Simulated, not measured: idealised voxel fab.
Process module heading - voxel self aligned vias
235 nm wide, 5 nm square cells: that's cross-section cut.
Square cells in a grid make up a cross-section in this document, and the grid is given as bands, listed from the top down, each one or more rows of cells.
Within each band entry, the heights of the top and of the bottom of the band appear first, in that order and in nm; the materials of the band then follow from left to right, each with its corresponding width in nm. The designation "everywhere" on a single material indicates that it fills the band from edge to edge; the designation "empty" indicates empty space.
Measure heights from 0. That's the level where, below it, the as-received wafer is all one material. The lowest band is bottomless and extends downward; write it as in "0 nm and below".
The expression "30..40" gives the width at the extremes of the band, the first number at its top row of cells and the second at its bottom row, with the width changing by equal amounts from each row to the next in between.
For the purposes of this document, the phrase "nothing changed" attached to a step denotes that no cell within the cross-section was modified by that step.
"Cavities, sealed" means: voids of 8 cells or more that are shut off from the top with no open way through. Written width x height at distance, distance from the left edge, in nm.
On each step's line, the part that comes after the settings is the simulator's own comment on the step.
overlay nm: step with mask; distance mask lay right of planned place; negative value = left of planned place.

## The planned process steps are enumerated hereunder
1. RECEIVE,material Si
2. CONFORMAL_DEP,material SiO2,thk nm 15
3. CONFORMAL_DEP,material SiCN,thk nm 5
4. DIRECTIONAL_DEP,material SiO2,thk nm 30
5. MASKED_ETCH,tone open,mask id LINES,width nm 30,pitch nm 70,etch materials SiO2,depth nm 30,overlay nm 0
6. CONFORMAL_DEP,material TiN,thk nm 5
7. FILL_DEP,material W,thk nm 10
8. CMP,height nm 50
9. SELECTIVE_ETCH,etch materials W Ru TiN,depth nm 10
10. FILL_DEP,material SiN,thk nm 5
11. CMP,height nm 50
12. DIRECTIONAL_DEP,material SiO2,thk nm 20
13. PATTERN,tone open,mask id VIAS,material resist,width nm 50,pitch nm 140,thk nm 20,overlay nm 0
14. DIRECTIONAL_ETCH,etch materials SiO2,depth nm 20
15. DIRECTIONAL_ETCH,etch materials SiN,depth nm 10
16. STRIP,etch materials resist
17. CONFORMAL_DEP,material TiN,thk nm 5
18. FILL_DEP,material W,thk nm 10
19. CMP,height nm 70
20. CONFORMAL_DEP,material SiN,thk nm 5

## Step 1 complete: cross-section of the wafer as received
  0 nm and below: Si everywhere
  Cavities, sealed: none

## Final wafer profile in cross-section after the module, from the same start and plan as above, with one mistake made during processing
  75 nm to 70 nm: SiN everywhere
  70 nm to 55 nm: SiO2 (20) / TiN (5) / W (40) / TiN (5) / SiO2 (90) / TiN (5) / W (40) / TiN (5) / SiO2 (25)
  55 nm to 50 nm: SiO2 (20) / TiN (10) / W (30) / TiN (10) / SiO2 (90) / TiN (10) / W (30) / TiN (10) / SiO2 (25)
  50 nm to 45 nm: SiO2 (25) / TiN (5) / W (30) / TiN (5) / SiO2 (30) / SiN (40) / SiO2 (30) / TiN (5) / W (30) / TiN (5) / SiO2 (30)
  45 nm to 40 nm: SiO2 (25) / TiN (40) / SiO2 (30) / SiN (40) / SiO2 (30) / TiN (40) / SiO2 (30)
  40 nm to 25 nm: SiO2 (25) / TiN (5) / W (30) / TiN (5) / SiO2 (30) / TiN (5) / W (30) / TiN (5) / SiO2 (30) / TiN (5) / W (30) / TiN (5) / SiO2 (30)
  25 nm to 20 nm: SiO2 (25) / TiN (40) / SiO2 (30) / TiN (40) / SiO2 (30) / TiN (40) / SiO2 (30)
  20 nm to 15 nm: SiCN everywhere
  15 nm to 0 nm: SiO2 everywhere
  0 nm and below: Si everywhere
  Cavities, sealed: none
Short version of what went wrong: step 5 changed vs plan, executed as MASKED_ETCH,tone open,mask id LINES,width nm 40,pitch nm 70,etch materials SiO2,depth nm 30,overlay nm 0
